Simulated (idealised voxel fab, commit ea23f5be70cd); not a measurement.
Process module name: voxel plated lines
Shown is cross-section cut, with a width of 260 nm and square cells of size 5 nm.
When this document writes out a cross-section, it uses a grid of square cells and lists it as bands, beginning at the top and moving down, with a band standing for one or more rows of cells. Read a band's entry like this: the first values are the height of its top and the height of its bottom in nm, and what follows is the sequence of materials from left to right, each with its width in nm. Note that "empty" is empty space, and that a single material marked "full width" reaches across the band from edge to edge. Measure heights from 0. That's the level where, below it, the as-received wafer is all one material. The lowest band is bottomless and extends downward; write it as in "0 down". The notation "30..40" denotes a width that varies across the rows of cells in the band, beginning at the first number in the top row, finishing at the second number in the bottom row, and changing by an identical amount from each row to the next. "remains unaltered" for a step: no cell of the cross-section changed in that step. Closed-off voids of 8+ cells (no open route to the top) go in "Enclosed empty spaces", written width x height at distance from the left edge, in nm. Read whatever lies past the settings on a step's line as the simulator's own remark about the step. overlay nm, on a step with a mask: how far to the right of its planned place the mask lay; to the left if negative.
INTENDED PROCESS STEPS
| 1 | RECEIVE, material Si |
| 2 | CONFORMAL_DEP, material SiO2, thk nm 5 |
| 3 | DIRECTIONAL_DEP, material TiN, thk nm 5 |
| 4 | PATTERN, tone open, mask id LINES, material resist, width nm 30, pitch nm 50, thk nm 35, overlay nm 0 |
| 5 | EPI, material Ru, thk nm 5 |
| 6 | EPI, material Ru, thk nm 10 |
| 7 | EPI, material Ru, thk nm 5 |
| 8 | STRIP, etch materials resist |
| 9 | DIRECTIONAL_ETCH, etch materials TiN, depth nm 5 |
| 10 | CONFORMAL_DEP, material SiO2, thk nm 10 |
WAFER AS RECEIVED: CROSS-SECTION FOLLOWING STEP 1
    0 down  Si full width
    Enclosed empty spaces: none
HERE'S THE WAFER CUT IN CROSS-SECTION AFTER THE MODULE, STARTED AND PLANNED JUST LIKE ABOVE, EXCEPT ONE THING WAS DONE WRONG IN THE RUN
    40 to 30  empty 40 nm | SiO2 200 nm | empty 20 nm
    30 to 15  empty 40 nm | SiO2 10 nm | Ru 30 nm | SiO2 20 nm | Ru 30 nm | SiO2 20 nm | Ru 30 nm | SiO2 20 nm | Ru 30 nm | SiO2 10 nm | empty 20 nm
    15 to 10  SiO2 50 nm | Ru 30 nm | SiO2 20 nm | Ru 30 nm | SiO2 20 nm | Ru 30 nm | SiO2 20 nm | Ru 30 nm | SiO2 30 nm
    10 to 5  SiO2 50 nm | TiN 30 nm | SiO2 20 nm | TiN 30 nm | SiO2 20 nm | TiN 30 nm | SiO2 20 nm | TiN 30 nm | SiO2 30 nm
    5 to 0  SiO2 full width
    0 down  Si full width
    Enclosed empty spaces: none
Run error: step 4 changed vs plan, executed as PATTERN, tone open, mask id LINES, material resist, width nm 30, pitch nm 50, thk nm 35, overlay nm 10
